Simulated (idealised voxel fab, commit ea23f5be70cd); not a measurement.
Name of the process module below: voxel gate over fins
For reference, the cross-section in this document is cut, with width 225 nm and square cells of 5 nm.
Cross-sections here: square-cell grids, written as top-down lists of bands, a band being one or more rows of cells. Within each band entry, the heights of the top and of the bottom of the band appear first, in that order and in nm; the materials of the band then follow from left to right, each with its corresponding width in nm. The designation "full width" on a single material indicates that it fills the band from edge to edge; the designation "blank" indicates empty space. The reference from which all heights are counted is 0, the level beneath which the as-received wafer is entirely one material; the lowest band, having no lower bound, proceeds downward and is written after the example "from 0 down". The width entry "30 to 40" should be interpreted row by row: the top row of cells in the band takes the first number, the bottom row takes the second number, and the change between adjacent rows is uniform throughout. A step reported as "no change occurred" is a step in which no cell of the cross-section changed. Reported under the label "Closed void catalog" are the empty spaces having no open way to the top and comprising 8 cells or more; the notation for each is width x height at distance, in which the distance is measured from the left edge and all three values are in nm. On each step's line, the part that comes after the settings is the simulator's own comment on the step. The line of a step may include "overlay nm". On a step with a mask, this value is how far to the right of its planned place the mask lay. A negative value means the mask lay to the left.
LIST OF PLANNED PROCESS STEPS
1,RECEIVE, material Si
2,CONFORMAL_DEP, material SiN, thk nm 5
3,PATTERN, tone cover, mask id FINS, material resist, width nm 15, pitch nm 45, thk nm 20, overlay nm 0
4,DIRECTIONAL_ETCH, etch materials SiN, depth nm 5
5,DIRECTIONAL_ETCH, etch materials Si, depth nm 35
6,STRIP, etch materials resist
7,OXIDIZE, depth nm 5
8,FILL_DEP, material SiO2, thk nm 5
9,CMP, height nm 5
10,SELECTIVE_ETCH, etch materials SiO2, depth nm 15
11,STRIP, etch materials SiN
12,CONFORMAL_DEP, material HfO2, thk nm 5
13,CONFORMAL_DEP, material TiN, thk nm 5
14,FILL_DEP, material W, thk nm 15
15,CMP, height nm 20
16,CONFORMAL_DEP, material SiN, thk nm 10
DELIVERED WAFER IN CROSS-SECTION: STATE AFTER STEP 1
- from 0 down = Si full width
- Closed void catalog: none
HERE'S THE CROSS-SECTION OF THE FIRST OF OUR TWO WAFERS AT THE END OF THE MODULE - IT RAN AS PLANNED
- from 30 to 20 = SiN full width
- from 20 to 10 = W full width
- from 10 to 5 = W 55, TiN 25, W 20, TiN 25, W 20, TiN 25, W 55
- from 5 to 0 = W 55, TiN 5, HfO2 15, TiN 5, W 20, TiN 5, HfO2 15, TiN 5, W 20, TiN 5, HfO2 15, TiN 5, W 55
- from 0 to -5 = TiN 60, HfO2 5, Si 5, HfO2 5, TiN 30, HfO2 5, Si 5, HfO2 5, TiN 30, HfO2 5, Si 5, HfO2 5, TiN 60
- from -5 to -10 = HfO2 65, Si 5, HfO2 40, Si 5, HfO2 40, Si 5, HfO2 65
- from -10 to -40 = SiO2 65, Si 5, SiO2 40, Si 5, SiO2 40, Si 5, SiO2 65
- from -40 down = Si full width
- Closed void catalog: none
CROSS-SECTIONAL VIEW: SECOND OF TWO WAFERS, END OF MODULE; START AND PLAN IDENTICAL TO THE FIRST, ONE MISTAKE IN RUNNING
- from 30 to 20 = SiN full width
- from 20 to 10 = W full width
- from 10 to 5 = W 50, TiN 25, W 20, TiN 25, W 20, TiN 25, W 60
- from 5 to 0 = W 50, TiN 5, HfO2 15, TiN 5, W 20, TiN 5, HfO2 15, TiN 5, W 20, TiN 5, HfO2 15, TiN 5, W 60
- from 0 to -5 = TiN 55, HfO2 5, Si 5, HfO2 5, TiN 30, HfO2 5, Si 5, HfO2 5, TiN 30, HfO2 5, Si 5, HfO2 5, TiN 65
- from -5 to -10 = HfO2 60, Si 5, HfO2 40, Si 5, HfO2 40, Si 5, HfO2 70
- from -10 to -40 = SiO2 60, Si 5, SiO2 40, Si 5, SiO2 40, Si 5, SiO2 70
- from -40 down = Si full width
- Closed void catalog: none
Which mistake was made when the wafer was run? step 3, actual vs plan mismatch, actual run PATTERN, tone cover, mask id FINS, material resist, width nm 15, pitch nm 45, thk nm 20, overlay nm -5
Heads up: at the end the two wafers have identical cell counts per material, they're just laid out differently.
